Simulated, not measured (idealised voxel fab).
The process module presented herein is designated voxel tone inversion.
Cross-sectional view cut (width: 270 nm; square cell size: 5 nm).
Square cells in a grid make up a cross-section in this document, and the grid is given as bands, listed from the top down, each one or more rows of cells. Top height, bottom height, nm. Materials left to right, width each, nm. Single material + "edge to edge" = fills band edge to edge. "blank" = empty. The level at which height equals 0 is the one under which the wafer, as it arrives, is entirely one material. No lower edge exists for the bottom band, which continues downward and is notated as in "0 and below". So if you see something like "30->40" for the width, read it as the top row of the band sitting at the first number and the bottom row at the second, with every row in between moving by the same amount as the last. "nothing was modified" means the step left every cell of the cross-section as it was. The entry "Sealed void list" lists the empty spaces that cover at least 8 cells and have no open path to the top. Each is written as width x height at distance, where the distance is measured from the left edge and all three values are in nm. On a step's line, text after the settings is the simulator commenting on that step. For masked steps, "overlay nm" on the step line gives how far right of plan the mask actually lay; a minus sign means it lay to the left.
Steps in the process plan
1) RECEIVE, material Si
2) CONFORMAL_DEP, material SiN, thk nm 10
3) DIRECTIONAL_DEP, material polySi, thk nm 15
4) PATTERN, tone cover, mask id POSTS, material resist, width nm 20, pitch nm 40, thk nm 25, overlay nm 0
5) DIRECTIONAL_ETCH, etch materials polySi, depth nm 15
6) STRIP, etch materials resist
7) FILL_DEP, material lowk, thk nm 5
8) CMP, height nm 25
9) STRIP, etch materials polySi
10) CONFORMAL_DEP, material TiN, thk nm 5
11) FILL_DEP, material Ru, thk nm 10
12) CMP, height nm 25
13) CONFORMAL_DEP, material SiCN, thk nm 5
Wafer at receipt (post step 1), cross-section
0 and below | Si edge to edge
Sealed void list: none
Cross-section at module end, one run error; start and plan unchanged from above
30 down to 25 | SiCN edge to edge
25 down to 15 | lowk: 95 | TiN: 5 | Ru: 10 | TiN: 5 | lowk: 20 | TiN: 5 | Ru: 10 | TiN: 5 | lowk: 20 | TiN: 5 | Ru: 10 | TiN: 5 | lowk: 75
15 down to 10 | lowk: 95 | TiN: 20 | lowk: 20 | TiN: 20 | lowk: 20 | TiN: 20 | lowk: 75
10 down to 0 | SiN edge to edge
0 and below | Si edge to edge
Sealed void list: none
Error vs. plan: step 4 off recipe, ran as PATTERN, tone cover, mask id POSTS, material resist, width nm 20, pitch nm 40, thk nm 25, overlay nm 10
